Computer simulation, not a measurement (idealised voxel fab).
voxel released beams: a process module
Cross-sectional view cut (width: 255 nm; square cell size: 5 nm).
Square cells in a grid make up a cross-section in this document, and the grid is given as bands, listed from the top down, each one or more rows of cells.
Per band: top height and bottom height in nm, followed by the left-to-right materials and their widths in nm; "everywhere" marks a single material spanning edge to edge, "blank" marks empty space.
The reference from which all heights are counted is 0, the level beneath which the as-received wafer is entirely one material; the lowest band, having no lower bound, proceeds downward and is written after the example "top 0, no bottom".
Width spec "30..40" -> top row of cells at first value, bottom row at second value, equal per-row change in between.
No cell of the cross-section changed in a step that is given as "everything unchanged".
This entry, "Cavities, sealed", enumerates those empty regions of no fewer than 8 cells that possess no open connection to the top. Each region is reported in the form width x height at distance, the distance being taken from the left edge, with all three quantities expressed in nm.
Formally, on a step line, whatever follows the settings is a remark that the simulator itself makes on the step.
overlay nm: for a step with a mask, the amount by which the mask lay right of where it was planned; a negative amount means left of it.
### Below is the list of planned process steps
step 1: RECEIVE | material Si
step 2: CONFORMAL_DEP | material Al2O3 | thk nm 10
step 3: DIRECTIONAL_DEP | material SiO2 | thk nm 15
step 4: DIRECTIONAL_DEP | material aC | thk nm 15
step 5: PATTERN | tone open | mask id ANCHOR | material resist | width nm 45 | thk nm 30 | overlay nm 0
step 6: DIRECTIONAL_ETCH | etch materials aC | depth nm 15
step 7: STRIP | etch materials resist
step 8: DIRECTIONAL_ETCH | etch materials SiO2 | depth nm 15
step 9: STRIP | etch materials aC
step 10: CONFORMAL_DEP | material polySi | thk nm 15
step 11: PATTERN | tone cover | mask id BEAM | material resist | width nm 110 | thk nm 20 | overlay nm 0
step 12: DIRECTIONAL_ETCH | etch materials polySi | depth nm 15
step 13: STRIP | etch materials resist
step 14: STRIP | etch materials SiO2
### The cross-section here shows the wafer as received, i.e. in its state after step 1
- top 0, no bottom  Si everywhere
- Cavities, sealed: none
### The module was run from the start shown above using the plan shown above, but one mistake was made doing it; the resulting wafer cross-section is below
- top 40, bottom 25  blank=70, then polySi=20, then blank=15, then polySi=75, then blank=75
- top 25, bottom 10  blank=75, then polySi=45, then blank=135
- top 10, bottom 0  polySi everywhere
- top 0, no bottom  Si everywhere
- Cavities, sealed: none
In executing the process, a mistake was made relative to the plan: for step 2, the planned setting was not used; the step was instead run as CONFORMAL_DEP | material polySi | thk nm 10
